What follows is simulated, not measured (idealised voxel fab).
Process module heading - voxel capacitor over wiring
We display cut, a cross-section 210 nm in width whose square cells are each 5 nm.
The cross-sections in this document take the form of a grid made of square cells. They are written out as bands, in order from top to bottom. Each band consists of one or more rows of cells. Quick guide to a band line: top height, bottom height (nm) up front; then every material left to right with its width in nm. Only one material and it's marked "full width"? Then it fills the band edge to edge. And "empty" just means empty space. Ref level 0: as-received wafer is one material below here. Bottom band extends down with no lower bound ("top 0, no bottom"). Think of "30 to 40" as a width that walks from the first number to the second as you go down the band, top row to bottom row, taking equal-sized steps from row to row. "nothing altered" for a step: no cell of the cross-section changed in that step. In "Enclosed internal cavities" the enclosed voids are listed, meaning empty spaces of 8 cells or larger without any opening to the top. The form is width x height at distance, distance from the left edge, units nm. If you see something after the settings on a step's line, that's the simulator's own remark about that step. For masked steps, "overlay nm" on the step line gives how far right of plan the mask actually lay; a minus sign means it lay to the left.

# So here's the lineup of process steps we planned
step 1: RECEIVE, material Si
step 2: CONFORMAL_DEP, material SiO2, thk nm 10
step 3: CONFORMAL_DEP, material SiCN, thk nm 5
step 4: DIRECTIONAL_DEP, material lowk, thk nm 15
step 5: MASKED_ETCH, tone open, mask id METAL_1, width nm 30, pitch nm 95, etch materials lowk, depth nm 15, overlay nm 0
step 6: MASKED_ETCH, tone open, mask id METAL_1, width nm 30, pitch nm 95, etch materials SiCN, depth nm 5, overlay nm 0
step 7: CONFORMAL_DEP, material TiN, thk nm 5
step 8: FILL_DEP, material Ru, thk nm 5
step 9: CMP, height nm 30
step 10: CONFORMAL_DEP, material SiCN, thk nm 5
step 11: DIRECTIONAL_DEP, material lowk, thk nm 15
step 12: PATTERN, tone open, mask id PLUG_1, material resist, width nm 15, thk nm 15, overlay nm 0
step 13: DIRECTIONAL_ETCH, etch materials lowk, depth nm 15
step 14: DIRECTIONAL_ETCH, etch materials SiCN, depth nm 5
step 15: STRIP, etch materials resist
step 16: CONFORMAL_DEP, material TiN, thk nm 5
step 17: FILL_DEP, material Ru, thk nm 10
step 18: CMP, height nm 50
step 19: DIRECTIONAL_DEP, material TiN, thk nm 5
step 20: DIRECTIONAL_DEP, material Al2O3, thk nm 5
step 21: DIRECTIONAL_DEP, material TiN, thk nm 5
step 22: PATTERN, tone cover, mask id UPPER_PLATE, material resist, width nm 70, thk nm 20, overlay nm 0
step 23: DIRECTIONAL_ETCH, etch materials TiN, depth nm 5
step 24: DIRECTIONAL_ETCH, etch materials Al2O3, depth nm 5
step 25: STRIP, etch materials resist
step 26: MASKED_ETCH, tone cover, mask id LOWER_PLATE, width nm 80, etch materials TiN, depth nm 5, overlay nm 0
step 27: FILL_DEP, material SiO2, thk nm 15
step 28: CMP, height nm 75
step 29: MASKED_ETCH, tone open, mask id PLUG_2, width nm 15, etch materials SiO2, depth nm 10, overlay nm 0
step 30: CONFORMAL_DEP, material TiN, thk nm 5
step 31: FILL_DEP, material W, thk nm 10
step 32: CMP, height nm 75
step 33: CONFORMAL_DEP, material SiCN, thk nm 5
The plan's step 21 thk nm is the first wafer's value; the wafers differ in this setting and start identical.

# Cross-section of the first of several wafers on receipt, reflecting completion of step 1
- top 0, no bottom = Si full width
- Enclosed internal cavities: none

# Cross-section, first of several wafers, end of module, after last step 33
- top 80, bottom 75 = SiCN full width
- top 75, bottom 70 = SiO2=65 / TiN=5 / W=5 / TiN=5 / SiO2=130
- top 70, bottom 60 = SiO2=65 to 55 / TiN=15 to 70 / SiO2=130 to 85
- top 60, bottom 55 = SiO2=55 / Al2O3=70 / SiO2=85
- top 55, bottom 50 = SiO2=50 / TiN=80 / SiO2=80
- top 50, bottom 35 = lowk=55 / TiN=5 / Ru=5 / TiN=5 / lowk=140
- top 35, bottom 30 = SiCN=55 / TiN=15 / SiCN=140
- top 30, bottom 15 = lowk=40 / TiN=5 / Ru=20 / TiN=5 / lowk=65 / TiN=5 / Ru=20 / TiN=5 / lowk=45
- top 15, bottom 10 = SiCN=40 / TiN=30 / SiCN=65 / TiN=30 / SiCN=45
- top 10, bottom 0 = SiO2 full width
- top 0, no bottom = Si full width
- Enclosed internal cavities: none

# Cross-sectional view of the final wafer of several at the module's end
- top 80, bottom 75 = SiCN full width
- top 75, bottom 70 = SiO2=50 / TiN=80 / SiO2=80
- top 70, bottom 60 = TiN full width
- top 60, bottom 55 = Al2O3 full width
- top 55, bottom 50 = TiN full width
- top 50, bottom 35 = lowk=55 / TiN=5 / Ru=5 / TiN=5 / lowk=140
- top 35, bottom 30 = SiCN=55 / TiN=15 / SiCN=140
- top 30, bottom 15 = lowk=40 / TiN=5 / Ru=20 / TiN=5 / lowk=65 / TiN=5 / Ru=20 / TiN=5 / lowk=45
- top 15, bottom 10 = SiCN=40 / TiN=30 / SiCN=65 / TiN=30 / SiCN=45
- top 10, bottom 0 = SiO2 full width
- top 0, no bottom = Si full width
- Enclosed internal cavities: none

# each wafer at the end: cells of each material gained (+) or lost (-) since it was received, then its closed voids
thk nm 5; +14 Al2O3; +27 Ru; +111 SiCN; +244 SiO2; +68 TiN; +1 W; +207 lowk; Enclosed internal cavities: none
thk nm 10; +42 Al2O3; +27 Ru; +111 SiCN; +177 SiO2; +108 TiN; +207 lowk; Enclosed internal cavities: none
thk nm 15; +42 Al2O3; +27 Ru; +111 SiCN; +138 SiO2; +147 TiN; +207 lowk; Enclosed internal cavities: none
thk nm 20; +42 Al2O3; +27 Ru; +111 SiCN; +110 SiO2; +175 TiN; +207 lowk; Enclosed internal cavities: none
